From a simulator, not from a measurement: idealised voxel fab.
The following is a process module called voxel double patterning.
This is section cut - it's 165 nm across, gridded in 5 nm square cells.
Cross-section = grid of square cells, listed top down in bands; band = one or more rows. Top, bottom (nm), then materials left to right with widths (nm); lone material tagged "all across" fills the whole band edge to edge; "air" = empty space. Heights are reckoned from 0. Under this level, the received wafer is all of one material. The bottommost band is open-ended downward, for example "top 0, no bottom". You'd read "30->40" like this: the band's top row of cells is as wide as the first number, its bottom row is as wide as the second, and going down, every row changes width by the same amount as the row before did. A step reported as "no modification" is a step in which no cell of the cross-section changed. In the "Enclosed empty spaces" entry, you get each enclosed empty space of 8 cells or more, one with no open way to the top, written width x height at distance, distance from the left edge, in nm. Whatever follows a step's settings on its line is a remark the simulator itself makes about that step. "overlay nm" answers the question of how far to the right of plan the mask lay on a step that has a mask, and when it is negative the answer is to the left.
THE PROCESS STEPS THAT WERE PLANNED ARE LISTED BELOW
1,RECEIVE: material Si
2,CONFORMAL_DEP: material SiO2, thk nm 10
3,DIRECTIONAL_DEP: material TiN, thk nm 20
4,DIRECTIONAL_DEP: material SiCN, thk nm 5
5,DIRECTIONAL_DEP: material aC, thk nm 15
6,PATTERN: tone open, mask id FIRST, material resist, width nm 15, pitch nm 50, thk nm 35, overlay nm 0
7,DIRECTIONAL_ETCH: etch materials aC, depth nm 15
8,STRIP: etch materials resist
9,DIRECTIONAL_ETCH: etch materials SiCN, depth nm 5
10,STRIP: etch materials aC
11,PATTERN: tone open, mask id SECOND, material resist, width nm 15, pitch nm 50, thk nm 20, overlay nm 0
12,DIRECTIONAL_ETCH: etch materials SiCN, depth nm 5
13,STRIP: etch materials resist
14,DIRECTIONAL_ETCH: etch materials TiN, depth nm 20
15,STRIP: etch materials SiCN
The plan's step 6 width nm is the first wafer's value; the wafers differ in this setting and start identical.
FIRST WAFER OF SEVERAL, AS RECEIVED: CROSS-SECTION AFTER STEP 1
* top 0, no bottom | Si all across
* Enclosed empty spaces: none
MODULE FINISHED, LAST STEP 15 DONE: CROSS-SECTION OF THE FIRST OF SEVERAL WAFERS
* top 30, bottom 10 | TiN=25, air=15, TiN=10, air=15, TiN=10, air=15, TiN=10, air=15, TiN=10, air=15, TiN=25
* top 10, bottom 0 | SiO2 all across
* top 0, no bottom | Si all across
* Enclosed empty spaces: none
CROSS-SECTION OF THE FINAL WAFER AMONG SEVERAL, TAKEN AT THE END OF THE MODULE
* top 30, bottom 10 | TiN=20, air=45, TiN=5, air=45, TiN=5, air=30, TiN=15
* top 10, bottom 0 | SiO2 all across
* top 0, no bottom | Si all across
* Enclosed empty spaces: none
GAINED (+) OR LOST (-) CELLS OF EACH MATERIAL SINCE RECEIPT, THEN CLOSED VOIDS: ONE ROW PER WAFER, AT THE END OF THE MODULE
width nm 15; +66 SiO2; +72 TiN; Enclosed empty spaces: none
width nm 20; +66 SiO2; +60 TiN; Enclosed empty spaces: none
width nm 25; +66 SiO2; +48 TiN; Enclosed empty spaces: none
width nm 30; +66 SiO2; +36 TiN; Enclosed empty spaces: none
